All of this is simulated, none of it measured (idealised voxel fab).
Proc. module: voxel capacitor over wiring
Each square cell in cross-section cut measures 5 nm, and the section as a whole is 275 nm wide.
Square cells in a grid make up a cross-section in this document, and the grid is given as bands, listed from the top down, each one or more rows of cells. The band entry comprises the height of the band's top followed by the height of its bottom, expressed in nm, and subsequently the band's materials from left to right, each stated together with its width in nm. Where a single material is marked with the word "throughout", that material fills the band from edge to edge. The word "empty" represents empty space. Heights from 0 (as-received wafer is one material below). Bottom band endless downward, as "z 0 and below". Think of "30..40" as a width that walks from the first number to the second as you go down the band, top row to bottom row, taking equal-sized steps from row to row. Given "nothing changed" for a step, no cell of the cross-section differs between before and after that step. Heads up: "Enclosed internal cavities" only lists the empty pockets with no open path to the top that are 8 cells or more, and it writes them as width x height at distance, distance from the left edge, in nm. Heads up: the bit after the settings on a step's line is the simulator's remark on that step. On any step carrying a mask, the "overlay nm" setting, if present on the step's line, tells how far right of its planned place the mask lay; negative values point to the left.

Here's what the planned process steps look like:
1 RECEIVE (material Si)
2 CONFORMAL_DEP (material SiO2; thk nm 15)
3 CONFORMAL_DEP (material SiN; thk nm 5)
4 DIRECTIONAL_DEP (material SiO2; thk nm 20)
5 MASKED_ETCH (tone open; mask id METAL_1; width nm 20; pitch nm 70; etch materials SiO2; depth nm 20; overlay nm 0)
6 MASKED_ETCH (tone open; mask id METAL_1; width nm 20; pitch nm 70; etch materials SiN; depth nm 5; overlay nm 0)
7 CONFORMAL_DEP (material TiN; thk nm 5)
8 FILL_DEP (material W; thk nm 5)
9 CMP (height nm 40)
10 CONFORMAL_DEP (material SiCN; thk nm 5)
11 DIRECTIONAL_DEP (material lowk; thk nm 10)
12 PATTERN (tone open; mask id PLUG_1; material resist; width nm 15; thk nm 15; overlay nm 0)
13 DIRECTIONAL_ETCH (etch materials lowk; depth nm 10)
14 DIRECTIONAL_ETCH (etch materials SiCN; depth nm 5)
15 STRIP (etch materials resist)
16 CONFORMAL_DEP (material TiN; thk nm 5)
17 FILL_DEP (material Cu; thk nm 10)
18 CMP (height nm 55)
19 DIRECTIONAL_DEP (material TiN; thk nm 10)
20 DIRECTIONAL_DEP (material SiN; thk nm 5)
21 DIRECTIONAL_DEP (material TiN; thk nm 10)
22 MASKED_ETCH (tone cover; mask id UPPER_PLATE; width nm 55; etch materials TiN; depth nm 10; overlay nm 0)
23 MASKED_ETCH (tone cover; mask id UPPER_PLATE; width nm 55; etch materials SiN; depth nm 5; overlay nm 0)
24 MASKED_ETCH (tone cover; mask id LOWER_PLATE; width nm 65; etch materials TiN; depth nm 10; overlay nm 0)
25 FILL_DEP (material SiO2; thk nm 15)
26 CMP (height nm 90)
27 MASKED_ETCH (tone open; mask id PLUG_2; width nm 15; etch materials SiO2; depth nm 10; overlay nm 0)
28 CONFORMAL_DEP (material TiN; thk nm 5)
29 FILL_DEP (material W; thk nm 10)
30 CMP (height nm 90)
31 CONFORMAL_DEP (material SiN; thk nm 5)

Incoming wafer in cross-section (state: after step 1):
z 0 and below | Si throughout
Enclosed internal cavities: none

The module was run from the start shown above using the plan shown above, but one mistake was made doing it; the resulting wafer cross-section is below:
z 95 to 90 | SiN throughout
z 90 to 85 | SiO2=105, then TiN=5, then W=5, then TiN=5, then SiO2=155
z 85 to 80 | SiO2=105, then TiN=15, then SiO2=155
z 80 to 70 | SiO2=95, then TiN=55, then SiO2=125
z 70 to 65 | SiO2=95, then SiN=55, then SiO2=125
z 65 to 55 | SiO2=90, then TiN=65, then SiO2=120
z 55 to 45 | lowk=95, then TiN=5, then Cu=5, then TiN=5, then lowk=165
z 45 to 40 | SiCN=95, then TiN=15, then SiCN=165
z 40 to 25 | W=85, then TiN=5, then SiO2=20, then TiN=5, then W=40, then TiN=5, then SiO2=20, then TiN=5, then W=90
z 25 to 20 | TiN=90, then SiO2=20, then TiN=50, then SiO2=20, then TiN=95
z 20 to 15 | SiN throughout
z 15 to 0 | SiO2 throughout
z 0 and below | Si throughout
Enclosed internal cavities: none
Which mistake was made when the wafer was run? rather than as planned, step 5 actually ran as MASKED_ETCH (tone cover; mask id METAL_1; width nm 20; pitch nm 70; etch materials SiO2; depth nm 20; overlay nm 0)
